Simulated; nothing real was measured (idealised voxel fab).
A process module follows: voxel capacitor over wiring.
In the cross-section labelled cut, the width is 300 nm and each square cell is 5 nm.
We lay out every cross-section as a grid of square cells and spell it out in bands from the top down, where one band means one or more rows of cells. For a band, the entry starts with two heights in nm, that of the top and then that of the bottom, and carries on with the band's materials in order from left to right, each alongside its width in nm; the word "edge to edge" beside a single material means it fills the band edge to edge, and "air" means empty space. We count height from 0. Below that, the starting wafer is all one material. The lowest band never ends at the bottom but goes on down; see "top 0, no bottom" for how that is written. A two-number width, for instance "30..40", indicates that the width is equal to the first number in the top row of the band and to the second number in the bottom row, and that it changes by a constant amount per row of cells. A step reported as "nothing changed" is a step in which no cell of the cross-section changed. Voids not open to the top, 8 cells minimum: see "Fully sealed cavities". Written width x height at distance; distance is from the left edge; nm. Past the settings on a step's line: simulator remark, on that step. overlay nm: mask right of planned place by this much (step with mask). Neg. = left.
**The process steps that were planned are listed below**
1) RECEIVE [material Si]
2) CONFORMAL_DEP [material SiO2] [thk nm 15]
3) CONFORMAL_DEP [material SiN] [thk nm 5]
4) DIRECTIONAL_DEP [material lowk] [thk nm 20]
5) PATTERN [tone open] [mask id METAL_1] [material resist] [width nm 20] [pitch nm 90] [thk nm 20] [overlay nm 0]
6) DIRECTIONAL_ETCH [etch materials lowk] [depth nm 20]
7) DIRECTIONAL_ETCH [etch materials SiN] [depth nm 5]
8) STRIP [etch materials resist]
9) CONFORMAL_DEP [material TiN] [thk nm 5]
10) FILL_DEP [material Cu] [thk nm 5]
11) CMP [height nm 40]
12) CONFORMAL_DEP [material SiCN] [thk nm 5]
13) DIRECTIONAL_DEP [material lowk] [thk nm 20]
14) PATTERN [tone open] [mask id PLUG_1] [material resist] [width nm 15] [thk nm 20] [overlay nm 0]
15) DIRECTIONAL_ETCH [etch materials lowk] [depth nm 20]
16) DIRECTIONAL_ETCH [etch materials SiCN] [depth nm 5]
17) STRIP [etch materials resist]
18) CONFORMAL_DEP [material TiN] [thk nm 5]
19) FILL_DEP [material Ru] [thk nm 10]
20) CMP [height nm 65]
21) DIRECTIONAL_DEP [material TiN] [thk nm 5]
22) DIRECTIONAL_DEP [material HfO2] [thk nm 5]
23) DIRECTIONAL_DEP [material TiN] [thk nm 5]
24) DIRECTIONAL_DEP [material aC] [thk nm 15]
25) PATTERN [tone cover] [mask id UPPER_PLATE] [material resist] [width nm 75] [thk nm 35] [overlay nm 0]
26) DIRECTIONAL_ETCH [etch materials aC] [depth nm 15]
27) STRIP [etch materials resist]
28) DIRECTIONAL_ETCH [etch materials TiN] [depth nm 5]
29) DIRECTIONAL_ETCH [etch materials HfO2] [depth nm 5]
30) STRIP [etch materials aC]
31) MASKED_ETCH [tone cover] [mask id LOWER_PLATE] [width nm 85] [etch materials TiN] [depth nm 5] [overlay nm 0]
32) FILL_DEP [material SiO2] [thk nm 15]
33) CMP [height nm 90]
34) MASKED_ETCH [tone open] [mask id PLUG_2] [width nm 15] [etch materials SiO2] [depth nm 10] [overlay nm 0]
35) CONFORMAL_DEP [material TiN] [thk nm 5]
36) FILL_DEP [material Cu] [thk nm 10]
37) CMP [height nm 90]
38) CONFORMAL_DEP [material SiCN] [thk nm 5]
**Wafer, first of two, run as planned**
**Received-state cross-section, reflecting completion of step 1**
    top 0, no bottom = Si edge to edge
    Fully sealed cavities: none
**Wafer section view after processing step 2**
    top 15, bottom 0 = SiO2 edge to edge
    No changes below 0.
**Wafer section view after processing step 3**
    top 20, bottom 15 = SiN edge to edge
    No changes below 15.
**Wafer section view after processing step 4**
    top 40, bottom 20 = lowk edge to edge
    No changes below 20.
**Wafer section view after processing step 5**
    top 60, bottom 40 = resist 95 nm; air 20 nm; resist 70 nm; air 20 nm; resist 95 nm
    No changes below 40.
**Wafer section view after processing step 6**
    top 60, bottom 40 = resist 95 nm; air 20 nm; resist 70 nm; air 20 nm; resist 95 nm
    top 40, bottom 20 = lowk 95 nm; air 20 nm; lowk 70 nm; air 20 nm; lowk 95 nm
    No changes below 20.
**Wafer section view after processing step 7**
    top 60, bottom 40 = resist 95 nm; air 20 nm; resist 70 nm; air 20 nm; resist 95 nm
    top 40, bottom 20 = lowk 95 nm; air 20 nm; lowk 70 nm; air 20 nm; lowk 95 nm
    top 20, bottom 15 = SiN 95 nm; air 20 nm; SiN 70 nm; air 20 nm; SiN 95 nm
    No changes below 15.
**Wafer section view after processing step 8**
    top 40, bottom 20 = lowk 95 nm; air 20 nm; lowk 70 nm; air 20 nm; lowk 95 nm
    No changes below 20.
**Wafer section view after processing step 9**
    top 45, bottom 40 = TiN 100 nm; air 10 nm; TiN 80 nm; air 10 nm; TiN 100 nm
    top 40, bottom 20 = lowk 95 nm; TiN 5 nm; air 10 nm; TiN 5 nm; lowk 70 nm; TiN 5 nm; air 10 nm; TiN 5 nm; lowk 95 nm
    top 20, bottom 15 = SiN 95 nm; TiN 20 nm; SiN 70 nm; TiN 20 nm; SiN 95 nm
    No changes below 15.
**Wafer section view after processing step 10**
    top 50, bottom 45 = Cu edge to edge
    top 45, bottom 40 = TiN 100 nm; Cu 10 nm; TiN 80 nm; Cu 10 nm; TiN 100 nm
    top 40, bottom 20 = lowk 95 nm; TiN 5 nm; Cu 10 nm; TiN 5 nm; lowk 70 nm; TiN 5 nm; Cu 10 nm; TiN 5 nm; lowk 95 nm
    No changes below 20.
**Wafer section view after processing step 11**
    top 40, bottom 20 = lowk 95 nm; TiN 5 nm; Cu 10 nm; TiN 5 nm; lowk 70 nm; TiN 5 nm; Cu 10 nm; TiN 5 nm; lowk 95 nm
    No changes below 20.
**Wafer section view after processing step 12**
    top 45, bottom 40 = SiCN edge to edge
    No changes below 40.
**Wafer section view after processing step 13**
    top 65, bottom 45 = lowk edge to edge
    No changes below 45.
**Wafer section view after processing step 14**
    top 85, bottom 65 = resist 100 nm; air 15 nm; resist 185 nm
    No changes below 65.
**Wafer section view after processing step 15**
    top 85, bottom 65 = resist 100 nm; air 15 nm; resist 185 nm
    top 65, bottom 45 = lowk 100 nm; air 15 nm; lowk 185 nm
    No changes below 45.
**Wafer section view after processing step 16**
    top 85, bottom 65 = resist 100 nm; air 15 nm; resist 185 nm
    top 65, bottom 45 = lowk 100 nm; air 15 nm; lowk 185 nm
    top 45, bottom 40 = SiCN 100 nm; air 15 nm; SiCN 185 nm
    No changes below 40.
**Wafer section view after processing step 17**
    top 65, bottom 45 = lowk 100 nm; air 15 nm; lowk 185 nm
    No changes below 45.
**Wafer section view after processing step 18**
    top 70, bottom 65 = TiN 105 nm; air 5 nm; TiN 190 nm
    top 65, bottom 45 = lowk 100 nm; TiN 5 nm; air 5 nm; TiN 5 nm; lowk 185 nm
    top 45, bottom 40 = SiCN 100 nm; TiN 15 nm; SiCN 185 nm
    No changes below 40.
**Wafer section view after processing step 19**
    top 80, bottom 70 = Ru edge to edge
    top 70, bottom 65 = TiN 105 nm; Ru 5 nm; TiN 190 nm
    top 65, bottom 45 = lowk 100 nm; TiN 5 nm; Ru 5 nm; TiN 5 nm; lowk 185 nm
    No changes below 45.
**Wafer section view after processing step 20**
    top 65, bottom 45 = lowk 100 nm; TiN 5 nm; Ru 5 nm; TiN 5 nm; lowk 185 nm
    No changes below 45.
**Wafer section view after processing step 21**
    top 70, bottom 65 = TiN edge to edge
    No changes below 65.
**Wafer section view after processing step 22**
    top 75, bottom 70 = HfO2 edge to edge
    No changes below 70.
**Wafer section view after processing step 23**
    top 80, bottom 75 = TiN edge to edge
    No changes below 75.
**Wafer section view after processing step 24**
    top 95, bottom 80 = aC edge to edge
    No changes below 80.
**Wafer section view after processing step 25**
    top 130, bottom 95 = air 100 nm; resist 75 nm; air 125 nm
    No changes below 95.
**Wafer section view after processing step 26**
    top 115, bottom 95 = air 100 nm; resist 75 nm; air 125 nm
    top 95, bottom 80 = air 100 nm; aC 75 nm; air 125 nm
    No changes below 80.
**Wafer section view after processing step 27**
    top 95, bottom 80 = air 100 nm; aC 75 nm; air 125 nm
    No changes below 80.
**Wafer section view after processing step 28**
    top 95, bottom 80 = air 100 nm; aC 75 nm; air 125 nm
    top 80, bottom 75 = air 100 nm; TiN 75 nm; air 125 nm
    No changes below 75.
**Wafer section view after processing step 29**
    top 95, bottom 80 = air 100 nm; aC 75 nm; air 125 nm
    top 80, bottom 75 = air 100 nm; TiN 75 nm; air 125 nm
    top 75, bottom 70 = air 100 nm; HfO2 75 nm; air 125 nm
    No changes below 70.
**Wafer section view after processing step 30**
    top 80, bottom 75 = air 100 nm; TiN 75 nm; air 125 nm
    No changes below 75.
**Wafer section view after processing step 31**
    top 80, bottom 75 = air 100 nm; TiN 75 nm; air 125 nm
    top 75, bottom 70 = air 100 nm; HfO2 75 nm; air 125 nm
    top 70, bottom 65 = air 95 nm; TiN 85 nm; air 120 nm
    No changes below 65.
**Wafer section view after processing step 32**
    top 95, bottom 80 = SiO2 edge to edge
    top 80, bottom 75 = SiO2 100 nm; TiN 75 nm; SiO2 125 nm
    top 75, bottom 70 = SiO2 100 nm; HfO2 75 nm; SiO2 125 nm
    top 70, bottom 65 = SiO2 95 nm; TiN 85 nm; SiO2 120 nm
    No changes below 65.
**Wafer section view after processing step 33**
    top 90, bottom 80 = SiO2 edge to edge
    No changes below 80.
**Wafer section view after processing step 34**
    top 90, bottom 80 = SiO2 110 nm; air 15 nm; SiO2 175 nm
    No changes below 80.
**Wafer section view after processing step 35**
    top 95, bottom 90 = TiN 115 nm; air 5 nm; TiN 180 nm
    top 90, bottom 85 = SiO2 110 nm; TiN 5 nm; air 5 nm; TiN 5 nm; SiO2 175 nm
    top 85, bottom 75 = SiO2 110..100 nm; TiN 15..75 nm; SiO2 175..125 nm
    No changes below 75.
**Wafer section view after processing step 36**
    top 105, bottom 95 = Cu edge to edge
    top 95, bottom 90 = TiN 115 nm; Cu 5 nm; TiN 180 nm
    top 90, bottom 85 = SiO2 110 nm; TiN 5 nm; Cu 5 nm; TiN 5 nm; SiO2 175 nm
    No changes below 85.
**Wafer section view after processing step 37**
    top 90, bottom 85 = SiO2 110 nm; TiN 5 nm; Cu 5 nm; TiN 5 nm; SiO2 175 nm
    No changes below 85.
**Wafer section view after processing step 38**
    top 95, bottom 90 = SiCN edge to edge
    No changes below 90.
**It is to be noted that the second wafer proceeded from the same initial state and according to the same plan as the first, although one mistake was committed in its execution; through step 24, inclusive, the two wafers share an identical history**
**Second wafer, cut view, end of step 25 per plan**
    top 130, bottom 95 = air 100 nm; resist 80 nm; air 120 nm
    No changes below 95.
**Second wafer, cut view, end of step 26 per plan**
    top 115, bottom 95 = air 100 nm; resist 80 nm; air 120 nm
    top 95, bottom 80 = air 100 nm; aC 80 nm; air 120 nm
    No changes below 80.
**Second wafer, cut view, end of step 27 per plan**
    top 95, bottom 80 = air 100 nm; aC 80 nm; air 120 nm
    No changes below 80.
**Second wafer, cut view, end of step 28 per plan**
    top 95, bottom 80 = air 100 nm; aC 80 nm; air 120 nm
    top 80, bottom 75 = air 100 nm; TiN 80 nm; air 120 nm
    No changes below 75.
**Second wafer, cut view, end of step 29 per plan**
    top 95, bottom 80 = air 100 nm; aC 80 nm; air 120 nm
    top 80, bottom 75 = air 100 nm; TiN 80 nm; air 120 nm
    top 75, bottom 70 = air 100 nm; HfO2 80 nm; air 120 nm
    No changes below 70.
**Second wafer, cut view, end of step 30 per plan**
    top 80, bottom 75 = air 100 nm; TiN 80 nm; air 120 nm
    No changes below 75.
**Second wafer, cut view, end of step 31 per plan**
    top 80, bottom 75 = air 100 nm; TiN 80 nm; air 120 nm
    top 75, bottom 70 = air 100 nm; HfO2 80 nm; air 120 nm
    top 70, bottom 65 = air 95 nm; TiN 85 nm; air 120 nm
    No changes below 65.
**Second wafer, cut view, end of step 32 per plan**
    top 95, bottom 80 = SiO2 edge to edge
    top 80, bottom 75 = SiO2 100 nm; TiN 80 nm; SiO2 120 nm
    top 75, bottom 70 = SiO2 100 nm; HfO2 80 nm; SiO2 120 nm
    top 70, bottom 65 = SiO2 95 nm; TiN 85 nm; SiO2 120 nm
    No changes below 65.
**Second wafer, cut view, end of step 33 per plan**
    top 90, bottom 80 = SiO2 edge to edge
    No changes below 80.
**Second wafer, cut view, end of step 34 per plan**
    top 90, bottom 80 = SiO2 110 nm; air 15 nm; SiO2 175 nm
    No changes below 80.
**Second wafer, cut view, end of step 35 per plan**
    top 95, bottom 90 = TiN 115 nm; air 5 nm; TiN 180 nm
    top 90, bottom 85 = SiO2 110 nm; TiN 5 nm; air 5 nm; TiN 5 nm; SiO2 175 nm
    top 85, bottom 75 = SiO2 110..100 nm; TiN 15..80 nm; SiO2 175..120 nm
    No changes below 75.
**Second wafer, cut view, end of step 36 per plan**
    top 105, bottom 95 = Cu edge to edge
    top 95, bottom 90 = TiN 115 nm; Cu 5 nm; TiN 180 nm
    top 90, bottom 85 = SiO2 110 nm; TiN 5 nm; Cu 5 nm; TiN 5 nm; SiO2 175 nm
    No changes below 85.
**Second wafer, cut view, end of step 37 per plan**
    top 90, bottom 85 = SiO2 110 nm; TiN 5 nm; Cu 5 nm; TiN 5 nm; SiO2 175 nm
    No changes below 85.
**Second wafer, cut view, end of step 38 per plan**
    top 95, bottom 90 = SiCN edge to edge
    No changes below 90.
Where did the run depart from the plan? in deviation from the planned setting, step 25 was conducted as PATTERN [tone cover] [mask id UPPER_PLATE] [material resist] [width nm 80] [thk nm 35] [overlay nm 0]
Once processing is complete, comparing cell counts shows that the second wafer has more or fewer of certain materials than the first: +1 HfO2, -2 SiO2, +1 TiN
